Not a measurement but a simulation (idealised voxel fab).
Documented hereafter: the process module known as voxel self aligned vias.
295 nm wide, 5 nm square cells: that's cross-section cut.
Cross-sections here: square-cell grids, written as top-down lists of bands, a band being one or more rows of cells.
It is stipulated that each band's entry specify, in nanometres, the height of the top of the band and then that of its bottom, followed by the materials of the band in left-to-right sequence, each together with its width in nanometres. A single material marked by the word "edge to edge" is understood to fill the band from edge to edge; the word "air" is understood to denote empty space.
Height datum 0, below which the as-received substrate wafer is one material. Lowest band open at the bottom, running downward: "0 -> down".
Think of "30->40" as a width that walks from the first number to the second as you go down the band, top row to bottom row, taking equal-sized steps from row to row.
Reading "remained unchanged" for a step: not a cell of the cross-section changed in it.
The list in "Completely enclosed voids" covers empty spaces of 8 cells or more that cannot reach the top through any open way, and it gives each as width x height at distance; the distance is from the left edge, and width, height and distance are in nm.
Note: text after step settings on the step line = simulator remark on that step.
overlay nm: for a step with a mask, the amount by which the mask lay right of where it was planned; a negative amount means left of it.
Read the rest as pairs. Take the cross-section before one process step, then the cross-section after it, which shows only down to the lowest band that changed. Under the pair, find the step between them and its settings. Bear in mind that pairs may come from different runs of this module on the same starting wafer: link a pair to the pair above it only where its entry headed "Before the step" says to.

[Before the step]
> 0 -> down: Si edge to edge
> Completely enclosed voids: none

[Section After Processing]
> 15 -> 0: SiO2 edge to edge
> Note: structure below 0 unchanged.
> Completely enclosed voids: none
The before and after cross-sections above differ by one step: CONFORMAL_DEP,material SiO2,thk nm 15

Before the step: this step begins from the cross-section that the pair just above shows after its step.

[Section After Processing]
> 20 -> 15: SiCN edge to edge
> Note: structure below 15 unchanged.
> Completely enclosed voids: none
The before and after cross-sections above differ by one step: CONFORMAL_DEP,material SiCN,thk nm 5

Before the step: this step begins from the cross-section that the pair just above shows after its step.

[Section After Processing]
> 45 -> 20: lowk edge to edge
> Note: structure below 20 unchanged.
> Completely enclosed voids: none
The before and after cross-sections above differ by one step: DIRECTIONAL_DEP,material lowk,thk nm 25

Before the step: this step begins from the cross-section that the pair just above shows after its step.

[Section After Processing]
> 60 -> 45: aC edge to edge
> Note: structure below 45 unchanged.
> Completely enclosed voids: none
The before and after cross-sections above differ by one step: DIRECTIONAL_DEP,material aC,thk nm 15

Before the step: this step begins from the cross-section that the pair just above shows after its step.

[Section After Processing]
> 90 -> 60: 75 resist | 25 air | 35 resist | 25 air | 35 resist | 25 air | 75 resist
> Note: structure below 60 unchanged.
> Completely enclosed voids: none
The before and after cross-sections above differ by one step: PATTERN,tone open,mask id LINES,material resist,width nm 25,pitch nm 60,thk nm 30,overlay nm 0

Before the step: this step begins from the cross-section that the pair just above shows after its step.

[Section After Processing]
> 75 -> 60: 75 resist | 25 air | 35 resist | 25 air | 35 resist | 25 air | 75 resist
> 60 -> 45: 75 aC | 25 air | 35 aC | 25 air | 35 aC | 25 air | 75 aC
> Note: structure below 45 unchanged.
> Completely enclosed voids: none
The before and after cross-sections above differ by one step: DIRECTIONAL_ETCH,etch materials aC,depth nm 15

Before the step: this step begins from the cross-section that the pair just above shows after its step.

[Section After Processing]
> 60 -> 45: 75 aC | 25 air | 35 aC | 25 air | 35 aC | 25 air | 75 aC
> Note: structure below 45 unchanged.
> Completely enclosed voids: none
The before and after cross-sections above differ by one step: STRIP,etch materials resist

Before the step: this step begins from the cross-section that the pair just above shows after its step.

[Section After Processing]
> 60 -> 45: 75 aC | 25 air | 35 aC | 25 air | 35 aC | 25 air | 75 aC
> 45 -> 20: 75 lowk | 25 air | 35 lowk | 25 air | 35 lowk | 25 air | 75 lowk
> Note: structure below 20 unchanged.
> Completely enclosed voids: none
The before and after cross-sections above differ by one step: DIRECTIONAL_ETCH,etch materials lowk,depth nm 25

Before the step: this step begins from the cross-section that the pair just above shows after its step.

[Section After Processing]
> 45 -> 20: 75 lowk | 25 air | 35 lowk | 25 air | 35 lowk | 25 air | 75 lowk
> Note: structure below 20 unchanged.
> Completely enclosed voids: none
The before and after cross-sections above differ by one step: STRIP,etch materials aC

Before the step: this step begins from the cross-section that the pair just above shows after its step.

[Section After Processing]
> 50 -> 45: 80 TiN | 15 air | 45 TiN | 15 air | 45 TiN | 15 air | 80 TiN
> 45 -> 25: 75 lowk | 5 TiN | 15 air | 5 TiN | 35 lowk | 5 TiN | 15 air | 5 TiN | 35 lowk | 5 TiN | 15 air | 5 TiN | 75 lowk
> 25 -> 20: 75 lowk | 25 TiN | 35 lowk | 25 TiN | 35 lowk | 25 TiN | 75 lowk
> Note: structure below 20 unchanged.
> Completely enclosed voids: none
The before and after cross-sections above differ by one step: CONFORMAL_DEP,material TiN,thk nm 5

Before the step: this step begins from the cross-section that the pair just above shows after its step.

[Section After Processing]
> 60 -> 50: Ru edge to edge
> 50 -> 45: 80 TiN | 15 Ru | 45 TiN | 15 Ru | 45 TiN | 15 Ru | 80 TiN
> 45 -> 25: 75 lowk | 5 TiN | 15 Ru | 5 TiN | 35 lowk | 5 TiN | 15 Ru | 5 TiN | 35 lowk | 5 TiN | 15 Ru | 5 TiN | 75 lowk
> Note: structure below 25 unchanged.
> Completely enclosed voids: none
The before and after cross-sections above differ by one step: FILL_DEP,material Ru,thk nm 10

Before the step: this step begins from the cross-section that the pair just above shows after its step.

[Section After Processing]
> 45 -> 25: 75 lowk | 5 TiN | 15 Ru | 5 TiN | 35 lowk | 5 TiN | 15 Ru | 5 TiN | 35 lowk | 5 TiN | 15 Ru | 5 TiN | 75 lowk
> Note: structure below 25 unchanged.
> Completely enclosed voids: none
The before and after cross-sections above differ by one step: CMP,height nm 45

Before the step: this step begins from the cross-section that the pair just above shows after its step.

[Section After Processing]
> 45 -> 40: 75 lowk | 25 air | 35 lowk | 25 air | 35 lowk | 25 air | 75 lowk
> Note: structure below 40 unchanged.
> Completely enclosed voids: none
The before and after cross-sections above differ by one step: SELECTIVE_ETCH,etch materials W Ru TiN,depth nm 5

Before the step: this step begins from the cross-section that the pair just above shows after its step.

[Section After Processing]
> 50 -> 45: SiN edge to edge
> 45 -> 40: 75 lowk | 25 SiN | 35 lowk | 25 SiN | 35 lowk | 25 SiN | 75 lowk
> Note: structure below 40 unchanged.
> Completely enclosed voids: none
The before and after cross-sections above differ by one step: FILL_DEP,material SiN,thk nm 5

Before the step: this step begins from the cross-section that the pair just above shows after its step.

[Section After Processing]
> 45 -> 40: 75 lowk | 25 SiN | 35 lowk | 25 SiN | 35 lowk | 25 SiN | 75 lowk
> Note: structure below 40 unchanged.
> Completely enclosed voids: none
The before and after cross-sections above differ by one step: CMP,height nm 45

Before the step: this step begins from the cross-section that the pair just above shows after its step.

[Section After Processing]
> 60 -> 45: lowk edge to edge
> Note: structure below 45 unchanged.
> Completely enclosed voids: none
The before and after cross-sections above differ by one step: DIRECTIONAL_DEP,material lowk,thk nm 15

Before the step: this step begins from the cross-section that the pair just above shows after its step.

[Section After Processing]
> 75 -> 60: 65 resist | 45 air | 15 resist | 45 air | 15 resist | 45 air | 65 resist
> Note: structure below 60 unchanged.
> Completely enclosed voids: none
The before and after cross-sections above differ by one step: PATTERN,tone open,mask id VIAS,material resist,width nm 45,pitch nm 60,thk nm 15,overlay nm 0

Before the step: this step begins from the cross-section that the pair just above shows after its step.

[Section After Processing]
> 75 -> 60: 65 resist | 45 air | 15 resist | 45 air | 15 resist | 45 air | 65 resist
> 60 -> 45: 65 lowk | 45 air | 15 lowk | 45 air | 15 lowk | 45 air | 65 lowk
> Note: structure below 45 unchanged.
> Completely enclosed voids: none
The before and after cross-sections above differ by one step: DIRECTIONAL_ETCH,etch materials lowk,depth nm 15

Before the step: this step begins from the cross-section that the pair just above shows after its step.

[Section After Processing]
> 75 -> 60: 65 resist | 45 air | 15 resist | 45 air | 15 resist | 45 air | 65 resist
> 60 -> 45: 65 lowk | 45 air | 15 lowk | 45 air | 15 lowk | 45 air | 65 lowk
> 45 -> 40: 75 lowk | 25 air | 35 lowk | 25 air | 35 lowk | 25 air | 75 lowk
> Note: structure below 40 unchanged.
> Completely enclosed voids: none
The before and after cross-sections above differ by one step: DIRECTIONAL_ETCH,etch materials SiN,depth nm 5

Before the step: this step begins from the cross-section that the pair just above shows after its step.

[Section After Processing]
> 60 -> 45: 65 lowk | 45 air | 15 lowk | 45 air | 15 lowk | 45 air | 65 lowk
> Note: structure below 45 unchanged.
> Completely enclosed voids: none
The before and after cross-sections above differ by one step: STRIP,etch materials resist

Before the step: this step begins from the cross-section that the pair just above shows after its step.

[Section After Processing]
> 65 -> 60: 70 TiN | 35 air | 25 TiN | 35 air | 25 TiN | 35 air | 70 TiN
> 60 -> 50: 65 lowk | 5 TiN | 35 air | 5 TiN | 15 lowk | 5 TiN | 35 air | 5 TiN | 15 lowk | 5 TiN | 35 air | 5 TiN | 65 lowk
> 50 -> 45: 65 lowk | 15 TiN | 15 air | 15 TiN | 15 lowk | 15 TiN | 15 air | 15 TiN | 15 lowk | 15 TiN | 15 air | 15 TiN | 65 lowk
> 45 -> 40: 75 lowk | 25 TiN | 35 lowk | 25 TiN | 35 lowk | 25 TiN | 75 lowk
> Note: structure below 40 unchanged.
> Completely enclosed voids: none
The before and after cross-sections above differ by one step: CONFORMAL_DEP,material TiN,thk nm 5

Before the step: this step begins from the cross-section that the pair just above shows after its step.

[Section After Processing]
> 75 -> 65: Ru edge to edge
> 65 -> 60: 70 TiN | 35 Ru | 25 TiN | 35 Ru | 25 TiN | 35 Ru | 70 TiN
> 60 -> 50: 65 lowk | 5 TiN | 35 Ru | 5 TiN | 15 lowk | 5 TiN | 35 Ru | 5 TiN | 15 lowk | 5 TiN | 35 Ru | 5 TiN | 65 lowk
> 50 -> 45: 65 lowk | 15 TiN | 15 Ru | 15 TiN | 15 lowk | 15 TiN | 15 Ru | 15 TiN | 15 lowk | 15 TiN | 15 Ru | 15 TiN | 65 lowk
> Note: structure below 45 unchanged.
> Completely enclosed voids: none
The before and after cross-sections above differ by one step: FILL_DEP,material Ru,thk nm 10

Before the step: this step begins from the cross-section that the pair just above shows after its step.

[Section After Processing]
> 60 -> 50: 65 lowk | 5 TiN | 35 Ru | 5 TiN | 15 lowk | 5 TiN | 35 Ru | 5 TiN | 15 lowk | 5 TiN | 35 Ru | 5 TiN | 65 lowk
> Note: structure below 50 unchanged.
> Completely enclosed voids: none
The before and after cross-sections above differ by one step: CMP,height nm 60

Before the step: this step begins from the cross-section that the pair just above shows after its step.

[Section After Processing]
> 65 -> 60: SiN edge to edge
> Note: structure below 60 unchanged.
> Completely enclosed voids: none
The before and after cross-sections above differ by one step: CONFORMAL_DEP,material SiN,thk nm 5

[Before the step]
> 15 -> 0: SiO2 edge to edge
> 0 -> down: Si edge to edge
> Completely enclosed voids: none

[Section After Processing]
> 40 -> 15: lowk edge to edge
> Note: structure below 15 unchanged.
> Completely enclosed voids: none
The before and after cross-sections above differ by one step: DIRECTIONAL_DEP,material lowk,thk nm 25

Before the step: this step begins from the cross-section that the pair just above shows after its step.

[Section After Processing]
> 55 -> 40: aC edge to edge
> Note: structure below 40 unchanged.
> Completely enclosed voids: none
The before and after cross-sections above differ by one step: DIRECTIONAL_DEP,material aC,thk nm 15

Before the step: this step begins from the cross-section that the pair just above shows after its step.

[Section After Processing]
> 85 -> 55: 75 resist | 25 air | 35 resist | 25 air | 35 resist | 25 air | 75 resist
> Note: structure below 55 unchanged.
> Completely enclosed voids: none
The before and after cross-sections above differ by one step: PATTERN,tone open,mask id LINES,material resist,width nm 25,pitch nm 60,thk nm 30,overlay nm 0

Before the step: this step begins from the cross-section that the pair just above shows after its step.

[Section After Processing]
> 70 -> 55: 75 resist | 25 air | 35 resist | 25 air | 35 resist | 25 air | 75 resist
> 55 -> 40: 75 aC | 25 air | 35 aC | 25 air | 35 aC | 25 air | 75 aC
> Note: structure below 40 unchanged.
> Completely enclosed voids: none
The before and after cross-sections above differ by one step: DIRECTIONAL_ETCH,etch materials aC,depth nm 15

Before the step: this step begins from the cross-section that the pair just above shows after its step.

[Section After Processing]
> 55 -> 40: 75 aC | 25 air | 35 aC | 25 air | 35 aC | 25 air | 75 aC
> Note: structure below 40 unchanged.
> Completely enclosed voids: none
The before and after cross-sections above differ by one step: STRIP,etch materials resist

Before the step: this step begins from the cross-section that the pair just above shows after its step.

[Section After Processing]
> 55 -> 40: 75 aC | 25 air | 35 aC | 25 air | 35 aC | 25 air | 75 aC
> 40 -> 15: 75 lowk | 25 air | 35 lowk | 25 air | 35 lowk | 25 air | 75 lowk
> Note: structure below 15 unchanged.
> Completely enclosed voids: none
The before and after cross-sections above differ by one step: DIRECTIONAL_ETCH,etch materials lowk,depth nm 25

Before the step: this step begins from the cross-section that the pair just above shows after its step.

[Section After Processing]
> 40 -> 15: 75 lowk | 25 air | 35 lowk | 25 air | 35 lowk | 25 air | 75 lowk
> Note: structure below 15 unchanged.
> Completely enclosed voids: none
The before and after cross-sections above differ by one step: STRIP,etch materials aC

Before the step: this step begins from the cross-section that the pair just above shows after its step.

[Section After Processing]
> 45 -> 40: 80 TiN | 15 air | 45 TiN | 15 air | 45 TiN | 15 air | 80 TiN
> 40 -> 20: 75 lowk | 5 TiN | 15 air | 5 TiN | 35 lowk | 5 TiN | 15 air | 5 TiN | 35 lowk | 5 TiN | 15 air | 5 TiN | 75 lowk
> 20 -> 15: 75 lowk | 25 TiN | 35 lowk | 25 TiN | 35 lowk | 25 TiN | 75 lowk
> Note: structure below 15 unchanged.
> Completely enclosed voids: none
The before and after cross-sections above differ by one step: CONFORMAL_DEP,material TiN,thk nm 5

Before the step: this step begins from the cross-section that the pair just above shows after its step.

[Section After Processing]
> 55 -> 45: Ru edge to edge
> 45 -> 40: 80 TiN | 15 Ru | 45 TiN | 15 Ru | 45 TiN | 15 Ru | 80 TiN
> 40 -> 20: 75 lowk | 5 TiN | 15 Ru | 5 TiN | 35 lowk | 5 TiN | 15 Ru | 5 TiN | 35 lowk | 5 TiN | 15 Ru | 5 TiN | 75 lowk
> Note: structure below 20 unchanged.
> Completely enclosed voids: none
The before and after cross-sections above differ by one step: FILL_DEP,material Ru,thk nm 10

Before the step: this step begins from the cross-section that the pair just above shows after its step.

[Section After Processing]
> 45 -> 40: 80 TiN | 15 Ru | 45 TiN | 15 Ru | 45 TiN | 15 Ru | 80 TiN
> Note: structure below 40 unchanged.
> Completely enclosed voids: none
The before and after cross-sections above differ by one step: CMP,height nm 45

Before the step: this step begins from the cross-section that the pair just above shows after its step.

[Section After Processing]
> 40 -> 20: 75 lowk | 5 TiN | 15 Ru | 5 TiN | 35 lowk | 5 TiN | 15 Ru | 5 TiN | 35 lowk | 5 TiN | 15 Ru | 5 TiN | 75 lowk
> Note: structure below 20 unchanged.
> Completely enclosed voids: none
The before and after cross-sections above differ by one step: SELECTIVE_ETCH,etch materials W Ru TiN,depth nm 5

Before the step: this step begins from the cross-section that the pair just above shows after its step.

[Section After Processing]
> 45 -> 40: SiN edge to edge
> Note: structure below 40 unchanged.
> Completely enclosed voids: none
The before and after cross-sections above differ by one step: FILL_DEP,material SiN,thk nm 5

Before the step: this step begins from the cross-section that the pair just above shows after its step.

[Section After Processing]
> 60 -> 45: lowk edge to edge
> Note: structure below 45 unchanged.
> Completely enclosed voids: none
The before and after cross-sections above differ by one step: DIRECTIONAL_DEP,material lowk,thk nm 15

Before the step: this step begins from the cross-section that the pair just above shows after its step.

[Section After Processing]
> 75 -> 60: 65 resist | 45 air | 15 resist | 45 air | 15 resist | 45 air | 65 resist
> Note: structure below 60 unchanged.
> Completely enclosed voids: none
The before and after cross-sections above differ by one step: PATTERN,tone open,mask id VIAS,material resist,width nm 45,pitch nm 60,thk nm 15,overlay nm 0

Before the step: this step begins from the cross-section that the pair just above shows after its step.

[Section After Processing]
> 75 -> 60: 65 resist | 45 air | 15 resist | 45 air | 15 resist | 45 air | 65 resist
> 60 -> 45: 65 lowk | 45 air | 15 lowk | 45 air | 15 lowk | 45 air | 65 lowk
> Note: structure below 45 unchanged.
> Completely enclosed voids: none
The before and after cross-sections above differ by one step: DIRECTIONAL_ETCH,etch materials lowk,depth nm 15

Before the step: this step begins from the cross-section that the pair just above shows after its step.

[Section After Processing]
> 75 -> 60: 65 resist | 45 air | 15 resist | 45 air | 15 resist | 45 air | 65 resist
> 60 -> 45: 65 lowk | 45 air | 15 lowk | 45 air | 15 lowk | 45 air | 65 lowk
> 45 -> 40: 65 SiN | 45 air | 15 SiN | 45 air | 15 SiN | 45 air | 65 SiN
> Note: structure below 40 unchanged.
> Completely enclosed voids: none
The before and after cross-sections above differ by one step: DIRECTIONAL_ETCH,etch materials SiN,depth nm 5

Before the step: this step begins from the cross-section that the pair just above shows after its step.

[Section After Processing]
> 60 -> 45: 65 lowk | 45 air | 15 lowk | 45 air | 15 lowk | 45 air | 65 lowk
> Note: structure below 45 unchanged.
> Completely enclosed voids: none
The before and after cross-sections above differ by one step: STRIP,etch materials resist

Before the step: this step begins from the cross-section that the pair just above shows after its step.

[Section After Processing]
> 65 -> 60: 70 TiN | 35 air | 25 TiN | 35 air | 25 TiN | 35 air | 70 TiN
> 60 -> 45: 65 lowk | 5 TiN | 35 air | 5 TiN | 15 lowk | 5 TiN | 35 air | 5 TiN | 15 lowk | 5 TiN | 35 air | 5 TiN | 65 lowk
> 45 -> 40: 65 SiN | 45 TiN | 15 SiN | 45 TiN | 15 SiN | 45 TiN | 65 SiN
> Note: structure below 40 unchanged.
> Completely enclosed voids: none
The before and after cross-sections above differ by one step: CONFORMAL_DEP,material TiN,thk nm 5

Before the step: this step begins from the cross-section that the pair just above shows after its step.

[Section After Processing]
> 75 -> 65: Ru edge to edge
> 65 -> 60: 70 TiN | 35 Ru | 25 TiN | 35 Ru | 25 TiN | 35 Ru | 70 TiN
> 60 -> 45: 65 lowk | 5 TiN | 35 Ru | 5 TiN | 15 lowk | 5 TiN | 35 Ru | 5 TiN | 15 lowk | 5 TiN | 35 Ru | 5 TiN | 65 lowk
> Note: structure below 45 unchanged.
> Completely enclosed voids: none
The before and after cross-sections above differ by one step: FILL_DEP,material Ru,thk nm 10

Before the step: this step begins from the cross-section that the pair just above shows after its step.

[Section After Processing]
> 60 -> 45: 65 lowk | 5 TiN | 35 Ru | 5 TiN | 15 lowk | 5 TiN | 35 Ru | 5 TiN | 15 lowk | 5 TiN | 35 Ru | 5 TiN | 65 lowk
> Note: structure below 45 unchanged.
> Completely enclosed voids: none
The before and after cross-sections above differ by one step: CMP,height nm 60

Before the step: this step begins from the cross-section that the pair just above shows after its step.

[Section After Processing]
> 65 -> 60: SiN edge to edge
> Note: structure below 60 unchanged.
> Completely enclosed voids: none
The before and after cross-sections above differ by one step: CONFORMAL_DEP,material SiN,thk nm 5

[Before the step]
> 15 -> 0: SiO2 edge to edge
> 0 -> down: Si edge to edge
> Completely enclosed voids: none

[Section After Processing]
> 30 -> 0: SiO2 edge to edge
> Note: structure below 0 unchanged.
> Completely enclosed voids: none
The before and after cross-sections above differ by one step: CONFORMAL_DEP,material SiO2,thk nm 15

Before the step: this step begins from the cross-section that the pair just above shows after its step.

[Section After Processing]
> 35 -> 30: SiCN edge to edge
> Note: structure below 30 unchanged.
> Completely enclosed voids: none
The before and after cross-sections above differ by one step: CONFORMAL_DEP,material SiCN,thk nm 5

Before the step: this step begins from the cross-section that the pair just above shows after its step.

[Section After Processing]
> 60 -> 35: lowk edge to edge
> Note: structure below 35 unchanged.
> Completely enclosed voids: none
The before and after cross-sections above differ by one step: DIRECTIONAL_DEP,material lowk,thk nm 25

Before the step: this step begins from the cross-section that the pair just above shows after its step.

[Section After Processing]
> 75 -> 60: aC edge to edge
> Note: structure below 60 unchanged.
> Completely enclosed voids: none
The before and after cross-sections above differ by one step: DIRECTIONAL_DEP,material aC,thk nm 15

Before the step: this step begins from the cross-section that the pair just above shows after its step.

[Section After Processing]
> 105 -> 75: 75 resist | 25 air | 35 resist | 25 air | 35 resist | 25 air | 75 resist
> Note: structure below 75 unchanged.
> Completely enclosed voids: none
The before and after cross-sections above differ by one step: PATTERN,tone open,mask id LINES,material resist,width nm 25,pitch nm 60,thk nm 30,overlay nm 0

Before the step: this step begins from the cross-section that the pair just above shows after its step.

[Section After Processing]
> 90 -> 75: 75 resist | 25 air | 35 resist | 25 air | 35 resist | 25 air | 75 resist
> 75 -> 60: 75 aC | 25 air | 35 aC | 25 air | 35 aC | 25 air | 75 aC
> Note: structure below 60 unchanged.
> Completely enclosed voids: none
The before and after cross-sections above differ by one step: DIRECTIONAL_ETCH,etch materials aC,depth nm 15

Before the step: this step begins from the cross-section that the pair just above shows after its step.

[Section After Processing]
> 75 -> 60: 75 aC | 25 air | 35 aC | 25 air | 35 aC | 25 air | 75 aC
> Note: structure below 60 unchanged.
> Completely enclosed voids: none
The before and after cross-sections above differ by one step: STRIP,etch materials resist

Before the step: this step begins from the cross-section that the pair just above shows after its step.

[Section After Processing]
> 75 -> 60: 75 aC | 25 air | 35 aC | 25 air | 35 aC | 25 air | 75 aC
> 60 -> 35: 75 lowk | 25 air | 35 lowk | 25 air | 35 lowk | 25 air | 75 lowk
> Note: structure below 35 unchanged.
> Completely enclosed voids: none
The before and after cross-sections above differ by one step: DIRECTIONAL_ETCH,etch materials lowk,depth nm 25

Before the step: this step begins from the cross-section that the pair just above shows after its step.

[Section After Processing]
> 60 -> 35: 75 lowk | 25 air | 35 lowk | 25 air | 35 lowk | 25 air | 75 lowk
> Note: structure below 35 unchanged.
> Completely enclosed voids: none
The before and after cross-sections above differ by one step: STRIP,etch materials aC

Before the step: this step begins from the cross-section that the pair just above shows after its step.

[Section After Processing]
> 65 -> 60: 80 TiN | 15 air | 45 TiN | 15 air | 45 TiN | 15 air | 80 TiN
> 60 -> 40: 75 lowk | 5 TiN | 15 air | 5 TiN | 35 lowk | 5 TiN | 15 air | 5 TiN | 35 lowk | 5 TiN | 15 air | 5 TiN | 75 lowk
> 40 -> 35: 75 lowk | 25 TiN | 35 lowk | 25 TiN | 35 lowk | 25 TiN | 75 lowk
> Note: structure below 35 unchanged.
> Completely enclosed voids: none
The before and after cross-sections above differ by one step: CONFORMAL_DEP,material TiN,thk nm 5

Before the step: this step begins from the cross-section that the pair just above shows after its step.

[Section After Processing]
> 75 -> 65: Ru edge to edge
> 65 -> 60: 80 TiN | 15 Ru | 45 TiN | 15 Ru | 45 TiN | 15 Ru | 80 TiN
> 60 -> 40: 75 lowk | 5 TiN | 15 Ru | 5 TiN | 35 lowk | 5 TiN | 15 Ru | 5 TiN | 35 lowk | 5 TiN | 15 Ru | 5 TiN | 75 lowk
> Note: structure below 40 unchanged.
> Completely enclosed voids: none
The before and after cross-sections above differ by one step: FILL_DEP,material Ru,thk nm 10

Before the step: this step begins from the cross-section that the pair just above shows after its step.

[Section After Processing]
> 45 -> 40: 75 lowk | 5 TiN | 15 Ru | 5 TiN | 35 lowk | 5 TiN | 15 Ru | 5 TiN | 35 lowk | 5 TiN | 15 Ru | 5 TiN | 75 lowk
> Note: structure below 40 unchanged.
> Completely enclosed voids: none
The before and after cross-sections above differ by one step: CMP,height nm 45

Before the step: this step begins from the cross-section that the pair just above shows after its step.

[Section After Processing]
> 45 -> 40: 75 lowk | 25 air | 35 lowk | 25 air | 35 lowk | 25 air | 75 lowk
> Note: structure below 40 unchanged.
> Completely enclosed voids: none
The before and after cross-sections above differ by one step: SELECTIVE_ETCH,etch materials W Ru TiN,depth nm 5

Before the step: this step begins from the cross-section that the pair just above shows after its step.

[Section After Processing]
> 50 -> 45: SiN edge to edge
> 45 -> 40: 75 lowk | 25 SiN | 35 lowk | 25 SiN | 35 lowk | 25 SiN | 75 lowk
> Note: structure below 40 unchanged.
> Completely enclosed voids: none
The before and after cross-sections above differ by one step: FILL_DEP,material SiN,thk nm 5

Before the step: this step begins from the cross-section that the pair just above shows after its step.

[Section After Processing]
> 45 -> 40: 75 lowk | 25 SiN | 35 lowk | 25 SiN | 35 lowk | 25 SiN | 75 lowk
> Note: structure below 40 unchanged.
> Completely enclosed voids: none
The before and after cross-sections above differ by one step: CMP,height nm 45

Before the step: this step begins from the cross-section that the pair just above shows after its step.

[Section After Processing]
> 60 -> 45: lowk edge to edge
> Note: structure below 45 unchanged.
> Completely enclosed voids: none
The before and after cross-sections above differ by one step: DIRECTIONAL_DEP,material lowk,thk nm 15

Before the step: this step begins from the cross-section that the pair just above shows after its step.

[Section After Processing]
> 75 -> 60: 65 resist | 45 air | 15 resist | 45 air | 15 resist | 45 air | 65 resist
> Note: structure below 60 unchanged.
> Completely enclosed voids: none
The before and after cross-sections above differ by one step: PATTERN,tone open,mask id VIAS,material resist,width nm 45,pitch nm 60,thk nm 15,overlay nm 0

Before the step: this step begins from the cross-section that the pair just above shows after its step.

[Section After Processing]
> 75 -> 60: 65 resist | 45 air | 15 resist | 45 air | 15 resist | 45 air | 65 resist
> 60 -> 45: 65 lowk | 45 air | 15 lowk | 45 air | 15 lowk | 45 air | 65 lowk
> Note: structure below 45 unchanged.
> Completely enclosed voids: none
The before and after cross-sections above differ by one step: DIRECTIONAL_ETCH,etch materials lowk,depth nm 15

Before the step: this step begins from the cross-section that the pair just above shows after its step.

[Section After Processing]
> 75 -> 60: 65 resist | 45 air | 15 resist | 45 air | 15 resist | 45 air | 65 resist
> 60 -> 45: 65 lowk | 45 air | 15 lowk | 45 air | 15 lowk | 45 air | 65 lowk
> 45 -> 40: 75 lowk | 25 air | 35 lowk | 25 air | 35 lowk | 25 air | 75 lowk
> Note: structure below 40 unchanged.
> Completely enclosed voids: none
The before and after cross-sections above differ by one step: DIRECTIONAL_ETCH,etch materials SiN,depth nm 5

Before the step: this step begins from the cross-section that the pair just above shows after its step.

[Section After Processing]
> 60 -> 45: 65 lowk | 45 air | 15 lowk | 45 air | 15 lowk | 45 air | 65 lowk
> Note: structure below 45 unchanged.
> Completely enclosed voids: none
The before and after cross-sections above differ by one step: STRIP,etch materials resist

Before the step: this step begins from the cross-section that the pair just above shows after its step.

[Section After Processing]
> 65 -> 60: 70 TiN | 35 air | 25 TiN | 35 air | 25 TiN | 35 air | 70 TiN
> 60 -> 50: 65 lowk | 5 TiN | 35 air | 5 TiN | 15 lowk | 5 TiN | 35 air | 5 TiN | 15 lowk | 5 TiN | 35 air | 5 TiN | 65 lowk
> 50 -> 45: 65 lowk | 15 TiN | 15 air | 15 TiN | 15 lowk | 15 TiN | 15 air | 15 TiN | 15 lowk | 15 TiN | 15 air | 15 TiN | 65 lowk
> 45 -> 35: 75 lowk | 25 TiN | 35 lowk | 25 TiN | 35 lowk | 25 TiN | 75 lowk
> Note: structure below 35 unchanged.
> Completely enclosed voids: none
The before and after cross-sections above differ by one step: CONFORMAL_DEP,material TiN,thk nm 5

Before the step: this step begins from the cross-section that the pair just above shows after its step.

[Section After Processing]
> 75 -> 65: Ru edge to edge
> 65 -> 60: 70 TiN | 35 Ru | 25 TiN | 35 Ru | 25 TiN | 35 Ru | 70 TiN
> 60 -> 50: 65 lowk | 5 TiN | 35 Ru | 5 TiN | 15 lowk | 5 TiN | 35 Ru | 5 TiN | 15 lowk | 5 TiN | 35 Ru | 5 TiN | 65 lowk
> 50 -> 45: 65 lowk | 15 TiN | 15 Ru | 15 TiN | 15 lowk | 15 TiN | 15 Ru | 15 TiN | 15 lowk | 15 TiN | 15 Ru | 15 TiN | 65 lowk
> Note: structure below 45 unchanged.
> Completely enclosed voids: none
The before and after cross-sections above differ by one step: FILL_DEP,material Ru,thk nm 10

Before the step: this step begins from the cross-section that the pair just above shows after its step.

[Section After Processing]
> 60 -> 50: 65 lowk | 5 TiN | 35 Ru | 5 TiN | 15 lowk | 5 TiN | 35 Ru | 5 TiN | 15 lowk | 5 TiN | 35 Ru | 5 TiN | 65 lowk
> Note: structure below 50 unchanged.
> Completely enclosed voids: none
The before and after cross-sections above differ by one step: CMP,height nm 60

Before the step: this step begins from the cross-section that the pair just above shows after its step.

[Section After Processing]
> 65 -> 60: SiN edge to edge
> Note: structure below 60 unchanged.
> Completely enclosed voids: none
The before and after cross-sections above differ by one step: CONFORMAL_DEP,material SiN,thk nm 5

[Before the step]
> 40 -> 15: lowk edge to edge
> 15 -> 0: SiO2 edge to edge
> 0 -> down: Si edge to edge
> Completely enclosed voids: none

[Section After Processing]
> 45 -> 40: SiCN edge to edge
> Note: structure below 40 unchanged.
> Completely enclosed voids: none
The before and after cross-sections above differ by one step: CONFORMAL_DEP,material SiCN,thk nm 5

Before the step: this step begins from the cross-section that the pair just above shows after its step.

[Section After Processing]
> 60 -> 45: aC edge to edge
> Note: structure below 45 unchanged.
> Completely enclosed voids: none
The before and after cross-sections above differ by one step: DIRECTIONAL_DEP,material aC,thk nm 15

Before the step: this step begins from the cross-section that the pair just above shows after its step.

[Section After Processing]
> 90 -> 60: 75 resist | 25 air | 35 resist | 25 air | 35 resist | 25 air | 75 resist
> Note: structure below 60 unchanged.
> Completely enclosed voids: none
The before and after cross-sections above differ by one step: PATTERN,tone open,mask id LINES,material resist,width nm 25,pitch nm 60,thk nm 30,overlay nm 0

Before the step: this step begins from the cross-section that the pair just above shows after its step.

[Section After Processing]
> 75 -> 60: 75 resist | 25 air | 35 resist | 25 air | 35 resist | 25 air | 75 resist
> 60 -> 45: 75 aC | 25 air | 35 aC | 25 air | 35 aC | 25 air | 75 aC
> Note: structure below 45 unchanged.
> Completely enclosed voids: none
The before and after cross-sections above differ by one step: DIRECTIONAL_ETCH,etch materials aC,depth nm 15

Before the step: this step begins from the cross-section that the pair just above shows after its step.

[Section After Processing]
> 60 -> 45: 75 aC | 25 air | 35 aC | 25 air | 35 aC | 25 air | 75 aC
> Note: structure below 45 unchanged.
> Completely enclosed voids: none
The before and after cross-sections above differ by one step: STRIP,etch materials resist

Before the step: this step begins from the cross-section that the pair just above shows after its step.

[Section After Processing]
> 45 -> 40: SiCN edge to edge
> Note: structure below 40 unchanged.
> Completely enclosed voids: none
The before and after cross-sections above differ by one step: STRIP,etch materials aC

Before the step: this step begins from the cross-section that the pair just above shows after its step.

[Section After Processing]
> 50 -> 45: TiN edge to edge
> Note: structure below 45 unchanged.
> Completely enclosed voids: none
The before and after cross-sections above differ by one step: CONFORMAL_DEP,material TiN,thk nm 5
